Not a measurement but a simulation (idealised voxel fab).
The process module presented herein is designated voxel double patterning.
The width of the displayed cross-section, cut, is 295 nm; its cells are square, with a size of 5 nm.
Cross-section layout: square cells on a grid; listed as bands, top to bottom; a band spans one or more cell rows.
Band: top and bottom heights (nm) first, top before bottom; then materials from left to right, widths in nm. "all across" marks a sole material filling the band edge to edge. "blank" denotes empty space.
All heights in this document are referenced to 0, defined as the level beneath which the wafer, as received, consists entirely of one material. The lowest band is not bounded below; it extends indefinitely downward and is written in the form "from 0 down".
It should be noted that a width expressed as "30..40" varies in equal increments from row to row of cells within the band, taking the value of the first number at the top row and that of the second number at the bottom row.
When a step is marked "everything unchanged", none of the cells in the cross-section changed during that step.
Look at "Sealed void inventory" for the closed voids: empty spaces with no open path to the top, sized 8 cells or up. Each is width x height at distance, distance from the left edge, all nm.
Step line, after settings: the simulator's comment on this step.
overlay nm: mask right of planned place by this much (step with mask). Neg. = left.
Each pair of cross-sections that follows straddles one process step: the one shows the state before the step, the other the state after it, down to the lowest band that changed and no further. The step in question, and its settings, are given under the pair. Note that a pair is not necessarily a continuation of the pair above it, since pairs can come from different runs of this module on the same starting wafer; it is a continuation only where its entry headed "Pre-step" says so.
## Pre-step
from 30 to 25 = SiCN: 115, blank: 15, SiCN: 35, blank: 15, SiCN: 115
from 25 to 10 = SiO2 all across
from 10 to 0 = SiN all across
from 0 down = Si all across
Sealed void inventory: none
## Result of Step
from 40 to 35 = SiN: 115, blank: 15, SiN: 35, blank: 15, SiN: 115
from 35 to 30 = SiN all across
from 30 to 25 = SiCN: 115, SiN: 15, SiCN: 35, SiN: 15, SiCN: 115
Whatever lies below 25 is exactly as it was before.
Sealed void inventory: none
Process step bridging the above cross-sections: DIRECTIONAL_DEP,material SiN,thk nm 10
Pre-step: The initial state for this step is given by the after cross-section of the immediately preceding pair.
## Result of Step
from 70 to 40 = resist: 140, blank: 15, resist: 140
from 40 to 35 = SiN: 115, resist: 15, SiN: 35, resist: 15, SiN: 115
Whatever lies below 35 is exactly as it was before.
Sealed void inventory: none
Process step bridging the above cross-sections: PATTERN,tone open,mask id SECOND,material resist,width nm 15,thk nm 30,overlay nm 0
Pre-step: The initial state for this step is given by the after cross-section of the immediately preceding pair.
## Result of Step
from 60 to 40 = resist: 140, blank: 15, resist: 140
Whatever lies below 40 is exactly as it was before.
Sealed void inventory: none
Process step bridging the above cross-sections: DIRECTIONAL_ETCH,etch materials aC,depth nm 10
Pre-step: The initial state for this step is given by the after cross-section of the immediately preceding pair.
## Result of Step
from 40 to 35 = SiN: 115, blank: 15, SiN: 35, blank: 15, SiN: 115
Whatever lies below 35 is exactly as it was before.
Sealed void inventory: none
Process step bridging the above cross-sections: STRIP,etch materials resist
## Pre-step
from 30 to 25 = SiCN all across
from 25 to 10 = SiO2 all across
from 10 to 0 = SiN all across
from 0 down = Si all across
Sealed void inventory: none
## Result of Step
from 45 to 30 = blank: 115, resist: 15, blank: 35, resist: 15, blank: 115
Whatever lies below 30 is exactly as it was before.
Sealed void inventory: none
Process step bridging the above cross-sections: PATTERN,tone cover,mask id FIRST,material resist,width nm 15,pitch nm 50,thk nm 15,overlay nm 0
Pre-step: The initial state for this step is given by the after cross-section of the immediately preceding pair.
## Result of Step
from 45 to 30 = blank: 115, resist: 15, blank: 35, resist: 15, blank: 115
from 30 to 25 = blank: 115, SiCN: 15, blank: 35, SiCN: 15, blank: 115
Whatever lies below 25 is exactly as it was before.
Sealed void inventory: none
Process step bridging the above cross-sections: DIRECTIONAL_ETCH,etch materials SiCN,depth nm 5
Pre-step: The initial state for this step is given by the after cross-section of the immediately preceding pair.
## Result of Step
from 30 to 25 = blank: 115, SiCN: 15, blank: 35, SiCN: 15, blank: 115
Whatever lies below 25 is exactly as it was before.
Sealed void inventory: none
Process step bridging the above cross-sections: STRIP,etch materials resist
Pre-step: The initial state for this step is given by the after cross-section of the immediately preceding pair.
## Result of Step
from 40 to 35 = blank: 115, aC: 15, blank: 35, aC: 15, blank: 115
from 35 to 30 = aC all across
from 30 to 25 = aC: 115, SiCN: 15, aC: 35, SiCN: 15, aC: 115
Whatever lies below 25 is exactly as it was before.
Sealed void inventory: none
Process step bridging the above cross-sections: DIRECTIONAL_DEP,material aC,thk nm 10
Pre-step: The initial state for this step is given by the after cross-section of the immediately preceding pair.
## Result of Step
from 70 to 40 = resist: 140, blank: 15, resist: 140
from 40 to 35 = resist: 115, aC: 15, resist: 10, blank: 15, resist: 10, aC: 15, resist: 115
Whatever lies below 35 is exactly as it was before.
Sealed void inventory: none
Process step bridging the above cross-sections: PATTERN,tone open,mask id SECOND,material resist,width nm 15,thk nm 30,overlay nm 0
Pre-step: The initial state for this step is given by the after cross-section of the immediately preceding pair.
## Result of Step
from 60 to 40 = resist: 140, blank: 15, resist: 140
from 40 to 35 = resist: 115, aC: 15, resist: 10, blank: 15, resist: 10, aC: 15, resist: 115
from 35 to 30 = aC: 140, blank: 15, aC: 140
from 30 to 25 = aC: 115, SiCN: 15, aC: 10, blank: 15, aC: 10, SiCN: 15, aC: 115
Whatever lies below 25 is exactly as it was before.
Sealed void inventory: none
Process step bridging the above cross-sections: DIRECTIONAL_ETCH,etch materials aC,depth nm 10
Pre-step: The initial state for this step is given by the after cross-section of the immediately preceding pair.
## Result of Step
from 40 to 35 = blank: 115, aC: 15, blank: 35, aC: 15, blank: 115
Whatever lies below 35 is exactly as it was before.
Sealed void inventory: none
Process step bridging the above cross-sections: STRIP,etch materials resist
Pre-step: The initial state for this step is given by the after cross-section of the immediately preceding pair.
## Result of Step
from 30 to 25 = blank: 115, SiCN: 15, blank: 35, SiCN: 15, blank: 115
Whatever lies below 25 is exactly as it was before.
Sealed void inventory: none
Process step bridging the above cross-sections: STRIP,etch materials aC
Pre-step: The initial state for this step is given by the after cross-section of the immediately preceding pair.
## Result of Step
from 30 to 25 = blank: 115, SiCN: 15, blank: 35, SiCN: 15, blank: 115
from 25 to 10 = blank: 115, SiO2: 15, blank: 35, SiO2: 15, blank: 115
Whatever lies below 10 is exactly as it was before.
Sealed void inventory: none
Process step bridging the above cross-sections: DIRECTIONAL_ETCH,etch materials SiO2,depth nm 15
Pre-step: The initial state for this step is given by the after cross-section of the immediately preceding pair.
## Result of Step
from 25 to 10 = blank: 115, SiO2: 15, blank: 35, SiO2: 15, blank: 115
Whatever lies below 10 is exactly as it was before.
Sealed void inventory: none
Process step bridging the above cross-sections: STRIP,etch materials SiCN
